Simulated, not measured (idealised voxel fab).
process module | voxel ribs on slabs
cross-section cut | 180 nm wide | cells 5 nm
A cross-section is a grid of square cells, given in bands from the top down. A band is one or more rows of cells.
Each band's line starts with the height of the band's top and of its bottom, in nm. Then come its materials from left to right, each with its width in nm. One material with "throughout" fills the band from edge to edge. "air" is empty space.
Height 0 is the level under which the wafer as received is all one material. The lowest band goes on downwards, as in "0 down".
A width such as "30 to 40" changes by the same amount from each row of cells to the next, from the band's top row to its bottom row.
"no change" after a step means that no cell of the cross-section changed.
closed voids: empty space of 8 cells or more with no open way to the top, each as width x height at its distance from the left edge, in nm
after a step's settings: what the simulator itself notes on the step
overlay nm, on a step with a mask: how far to the right of its planned place the mask lay; to the left if negative
plan
1 op RECEIVE | material Si
2 op DIRECTIONAL_DEP | material SiO2 | thk nm 25
3 op DIRECTIONAL_DEP | material polySi | thk nm 15
4 op MASKED_ETCH | tone cover | mask id RIB | width nm 20 | etch materials polySi | depth nm 10 | overlay nm 0
5 op PATTERN | tone cover | mask id SLAB | material resist | width nm 80 | thk nm 15 | overlay nm 0
6 op DIRECTIONAL_ETCH | etch materials polySi | depth nm 5
7 op STRIP | etch materials resist
8 op FILL_DEP | material SiO2 | thk nm 20
9 op CMP | height nm 50
10 op DIRECTIONAL_DEP | material W | thk nm 5
11 op PATTERN | tone cover | mask id HEATER | material resist | width nm 30 | thk nm 20 | overlay nm 0
12 op DIRECTIONAL_ETCH | etch materials W | depth nm 5
13 op STRIP | etch materials resist
14 op CONFORMAL_DEP | material SiN | thk nm 10
as received, after step 1
  0 down: Si throughout
  closed voids: none
a wafer at the end: this start, this plan, one mistake
  65 to 60: air 65 | W 50 | air 65
  60 to 50: W throughout
  50 to 40: SiO2 throughout
  40 to 30: SiO2 80 | polySi 20 | SiO2 80
  30 to 25: SiO2 50 | polySi 80 | SiO2 50
  25 to 0: SiO2 throughout
  0 down: Si throughout
  closed voids: none
what went wrong: step 14 ran as: op CONFORMAL_DEP | material W | thk nm 10
